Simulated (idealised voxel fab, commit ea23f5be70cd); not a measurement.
process module | voxel capacitor over wiring
cross-section cut | 230 nm wide | cells 5 nm
A cross-section is a grid of square cells, given in bands from the top down. A band is one or more rows of cells.
Each band's line starts with the height of the band's top and of its bottom, in nm. Then come its materials from left to right, each with its width in nm. One material with "throughout" fills the band from edge to edge. "air" is empty space.
Height 0 is the level under which the wafer as received is all one material. The lowest band goes on downwards, as in "0 down".
A width such as "30 to 40" changes by the same amount from each row of cells to the next, from the band's top row to its bottom row.
"no change" after a step means that no cell of the cross-section changed.
closed voids: empty space of 8 cells or more with no open way to the top, each as width x height at its distance from the left edge, in nm
after a step's settings: what the simulator itself notes on the step
overlay nm, on a step with a mask: how far to the right of its planned place the mask lay; to the left if negative
plan
1 op RECEIVE | material Si
2 op CONFORMAL_DEP | material SiO2 | thk nm 15
3 op DIRECTIONAL_DEP | material TiN | thk nm 5
4 op DIRECTIONAL_DEP | material Ru | thk nm 15
5 op PATTERN | tone cover | mask id METAL_1 | material resist | width nm 25 | pitch nm 80 | thk nm 20 | overlay nm 0
6 op DIRECTIONAL_ETCH | etch materials Ru | depth nm 15
7 op DIRECTIONAL_ETCH | etch materials TiN | depth nm 5
8 op STRIP | etch materials resist
9 op FILL_DEP | material lowk | thk nm 10
10 op CMP | height nm 35
11 op CONFORMAL_DEP | material SiCN | thk nm 5
12 op DIRECTIONAL_DEP | material lowk | thk nm 20
13 op DIRECTIONAL_DEP | material aC | thk nm 10
14 op PATTERN | tone open | mask id PLUG_1 | material resist | width nm 15 | thk nm 30 | overlay nm 0
15 op DIRECTIONAL_ETCH | etch materials aC | depth nm 10
16 op STRIP | etch materials resist
17 op DIRECTIONAL_ETCH | etch materials lowk | depth nm 20
18 op DIRECTIONAL_ETCH | etch materials SiCN | depth nm 5
19 op STRIP | etch materials aC
20 op CONFORMAL_DEP | material TiN | thk nm 5
21 op FILL_DEP | material Ru | thk nm 5
22 op CMP | height nm 60
23 op DIRECTIONAL_DEP | material TiN | thk nm 10
24 op DIRECTIONAL_DEP | material Al2O3 | thk nm 5
25 op DIRECTIONAL_DEP | material TiN | thk nm 5
26 op MASKED_ETCH | tone cover | mask id UPPER_PLATE | width nm 60 | etch materials TiN | depth nm 5 | overlay nm 0
27 op MASKED_ETCH | tone cover | mask id UPPER_PLATE | width nm 60 | etch materials Al2O3 | depth nm 5 | overlay nm 0
28 op MASKED_ETCH | tone cover | mask id LOWER_PLATE | width nm 70 | etch materials TiN | depth nm 10 | overlay nm 0
29 op FILL_DEP | material SiO2 | thk nm 15
30 op CMP | height nm 90
31 op DIRECTIONAL_DEP | material aC | thk nm 10
32 op PATTERN | tone open | mask id PLUG_2 | material resist | width nm 15 | thk nm 25 | overlay nm 0
33 op DIRECTIONAL_ETCH | etch materials aC | depth nm 10
34 op STRIP | etch materials resist
35 op DIRECTIONAL_ETCH | etch materials SiO2 | depth nm 10
36 op STRIP | etch materials aC
37 op CONFORMAL_DEP | material TiN | thk nm 5
38 op FILL_DEP | material Ru | thk nm 5
39 op CMP | height nm 90
40 op CONFORMAL_DEP | material SiCN | thk nm 5
as received, after step 1
  0 down: Si throughout
  closed voids: none
a wafer at the end: this start, this plan, one mistake
  95 to 90: SiCN throughout
  90 to 85: SiO2 80 | TiN 5 | Ru 5 | TiN 5 | SiO2 135
  85 to 75: SiO2 80 to 70 | TiN 15 to 60 | SiO2 135 to 100
  75 to 70: SiO2 70 | Al2O3 60 | SiO2 100
  70 to 60: SiO2 65 | TiN 70 | SiO2 95
  60 to 55: TiN 75 | Ru 5 | TiN 150
  55 to 35: lowk 70 | TiN 5 | Ru 5 | TiN 5 | lowk 145
  35 to 30: SiCN 70 | TiN 15 | SiCN 145
  30 to 20: lowk 60 | Ru 25 | lowk 55 | Ru 25 | lowk 65
  20 to 15: lowk 60 | TiN 25 | lowk 55 | TiN 25 | lowk 65
  15 to 0: SiO2 throughout
  0 down: Si throughout
  closed voids: none
what went wrong: step 10 ran as: op CMP | height nm 30
